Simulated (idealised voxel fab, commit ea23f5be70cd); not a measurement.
Presented below is a process module, voxel released beams.
Pictured: cross-section cut, 280 nm wide, on a grid of 5 nm square cells.
Cross-section = grid of square cells, listed top down in bands; band = one or more rows. Band: top height; bottom height; in nm. Then, left to right: material with width in nm, for each material. "throughout": a single material spanning edge to edge. "air": empty space. Heights are measured from 0, the level below which the as-received wafer is all one material; the lowest band has no bottom and continues downward, written as in "0 down". Think of "30->40" as a width that walks from the first number to the second as you go down the band, top row to bottom row, taking equal-sized steps from row to row. Take "nothing different" at face value: in the step it is given for, the cross-section changed in none of its cells. In the "Unvented internal voids" entry, you get each enclosed empty space of 8 cells or more, one with no open way to the top, written width x height at distance, distance from the left edge, in nm. Read whatever lies past the settings on a step's line as the simulator's own remark about the step. "overlay nm" answers the question of how far to the right of plan the mask lay on a step that has a mask, and when it is negative the answer is to the left.

### plan
1: RECEIVE: material Si
2: CONFORMAL_DEP: material Al2O3, thk nm 10
3: DIRECTIONAL_DEP: material SiO2, thk nm 15
4: MASKED_ETCH: tone open, mask id ANCHOR, width nm 25, etch materials SiO2, depth nm 15, overlay nm 0
5: CONFORMAL_DEP: material W, thk nm 10
6: DIRECTIONAL_DEP: material aC, thk nm 15
7: PATTERN: tone cover, mask id BEAM, material resist, width nm 105, thk nm 35, overlay nm 0
8: DIRECTIONAL_ETCH: etch materials aC, depth nm 15
9: STRIP: etch materials resist
10: DIRECTIONAL_ETCH: etch materials W, depth nm 10
11: STRIP: etch materials aC
12: STRIP: etch materials SiO2

### As-received state of the wafer in cross-section, equivalent to post-step 1
> 0 down  Si throughout
> Unvented internal voids: none

### End-of-module cross-section of the first of two wafers, processed as planned
> 35 to 25  85 of air, then 15 of W, then 5 of air, then 85 of W, then 90 of air
> 25 to 20  90 of air, then 10 of W, then 5 of air, then 10 of W, then 165 of air
> 20 to 10  90 of air, then 25 of W, then 165 of air
> 10 to 0  Al2O3 throughout
> 0 down  Si throughout
> Unvented internal voids: none

### Here's the second of our two wafers sectioned at module end. Same start as the first, same plan, but one mistake got made running it
> 35 to 25  85 of air, then 25 of W, then 5 of air, then 75 of W, then 90 of air
> 25 to 20  100 of air, then 10 of W, then 5 of air, then 10 of W, then 155 of air
> 20 to 10  100 of air, then 25 of W, then 155 of air
> 10 to 0  Al2O3 throughout
> 0 down  Si throughout
> Unvented internal voids: none
So what did we get wrong on this run? step 4 deviated from plan and actually ran as MASKED_ETCH: tone open, mask id ANCHOR, width nm 25, etch materials SiO2, depth nm 15, overlay nm 10
Both wafers, final: cells per material equal; arrangement not.
